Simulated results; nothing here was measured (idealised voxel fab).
process module | voxel tone inversion
cross-section cut | 300 nm wide | cells 5 nm
A cross-section is a grid of square cells, given in bands from the top down. A band is one or more rows of cells.
Each band's line starts with the height of the band's top and of its bottom, in nm. Then come its materials from left to right, each with its width in nm. One material with "throughout" fills the band from edge to edge. "air" is empty space.
Height 0 is the level under which the wafer as received is all one material. The lowest band goes on downwards, as in "0 down".
A width such as "30 to 40" changes by the same amount from each row of cells to the next, from the band's top row to its bottom row.
"no change" after a step means that no cell of the cross-section changed.
closed voids: empty space of 8 cells or more with no open way to the top, each as width x height at its distance from the left edge, in nm
after a step's settings: what the simulator itself notes on the step
overlay nm, on a step with a mask: how far to the right of its planned place the mask lay; to the left if negative
plan
1 op RECEIVE | material Si
2 op CONFORMAL_DEP | material SiCN | thk nm 10
3 op DIRECTIONAL_DEP | material polySi | thk nm 20
4 op PATTERN | tone cover | mask id POSTS | material resist | width nm 25 | pitch nm 55 | thk nm 30 | overlay nm -15
5 op DIRECTIONAL_ETCH | etch materials polySi | depth nm 20
6 op STRIP | etch materials resist
7 op FILL_DEP | material SiO2 | thk nm 10
8 op CMP | height nm 30
9 op STRIP | etch materials polySi
10 op CONFORMAL_DEP | material TiN | thk nm 5
11 op FILL_DEP | material Cu | thk nm 10
12 op CMP | height nm 30
13 op CONFORMAL_DEP | material SiN | thk nm 5
varied across the wafers: overlay nm of step 4. The plan shows the first wafer's value. All wafers start alike
first wafer as received, after step 1
  0 down: Si throughout
  closed voids: none
each wafer at the end: cells of each material gained (+) or lost (-) since it was received, then its closed voids
overlay nm -15 | +36 Cu | +120 SiCN | +60 SiN | +160 SiO2 | +44 TiN | closed voids: none
overlay nm -10 | +36 Cu | +120 SiCN | +60 SiN | +160 SiO2 | +44 TiN | closed voids: none
overlay nm -5 | +36 Cu | +120 SiCN | +60 SiN | +160 SiO2 | +44 TiN | closed voids: none
overlay nm 0 | +36 Cu | +120 SiCN | +60 SiN | +160 SiO2 | +44 TiN | closed voids: none
overlay nm 5 | +36 Cu | +120 SiCN | +60 SiN | +160 SiO2 | +44 TiN | closed voids: none
overlay nm 10 | +36 Cu | +120 SiCN | +60 SiN | +160 SiO2 | +44 TiN | closed voids: none
overlay nm 15 | +36 Cu | +120 SiCN | +60 SiN | +160 SiO2 | +44 TiN | closed voids: none
